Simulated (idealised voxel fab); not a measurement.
You're looking at the process module voxel air gaps.
This is section cut - it's 250 nm across, gridded in 5 nm square cells.
Reading order for cross-sections: top band down to bottom band. Underlying form: a grid of square cells. Band size: one or more rows of cells.
Heights first: top, then bottom, in nm. Then materials, left to right, each with a width in nm. "full width" on a single material: fills the band edge to edge. "blank": empty space.
Heights are measured from 0, the level below which the as-received wafer is all one material; the lowest band has no bottom and continues downward, written as in "0 nm and below".
Read "30 to 40" as a graded width: first number on top, second number at the bottom, same change between each pair of neighbouring rows.
Basically "no alterations made" means that step didn't change any cell in the cross-section.
Reported under the label "Voids lacking openings" are the empty spaces having no open way to the top and comprising 8 cells or more; the notation for each is width x height at distance, in which the distance is measured from the left edge and all three values are in nm.
On each step's line, the part that comes after the settings is the simulator's own comment on the step.
overlay nm: mask offset rightward from planned place, masked step; negative means leftward offset.

## So here's the lineup of process steps we planned
1: RECEIVE (material Si)
2: CONFORMAL_DEP (material SiO2; thk nm 15)
3: CONFORMAL_DEP (material SiN; thk nm 5)
4: DIRECTIONAL_DEP (material SiO2; thk nm 35)
5: MASKED_ETCH (tone open; mask id LINES; width nm 25; pitch nm 55; etch materials SiO2; depth nm 35; overlay nm 0)
6: CONFORMAL_DEP (material TiN; thk nm 5)
7: FILL_DEP (material Cu; thk nm 5)
8: CMP (height nm 55)
9: EPI (material Ru; thk nm 10)
10: SELECTIVE_ETCH (etch materials SiO2; depth nm 45)
11: CONFORMAL_DEP (material SiCN; thk nm 5)

## Wafer as received: cross-section following step 1
  0 nm and below = Si full width
  Voids lacking openings: none

## Starting wafer: above. Plan: above. Run: one mistake. Cross-section after the module: below
  80 nm to 75 nm = 30 blank / 185 SiCN / 35 blank
  75 nm to 55 nm = 30 blank / 5 SiCN / 175 Ru / 5 SiCN / 35 blank
  55 nm to 50 nm = 30 blank / 25 SiCN / 5 TiN / 15 Cu / 5 TiN / 30 SiO2 / 5 TiN / 15 Cu / 5 TiN / 30 SiO2 / 5 TiN / 15 Cu / 5 TiN / 25 SiCN / 35 blank
  50 nm to 25 nm = 50 blank / 5 SiCN / 5 TiN / 15 Cu / 5 TiN / 30 SiO2 / 5 TiN / 15 Cu / 5 TiN / 30 SiO2 / 5 TiN / 15 Cu / 5 TiN / 5 SiCN / 55 blank
  25 nm to 20 nm = 55 SiCN / 25 TiN / 30 SiO2 / 25 TiN / 30 SiO2 / 25 TiN / 60 SiCN
  20 nm to 15 nm = SiN full width
  15 nm to 0 nm = SiO2 full width
  0 nm and below = Si full width
  Voids lacking openings: none
What was the processing mistake? plan step 9 was twice executed
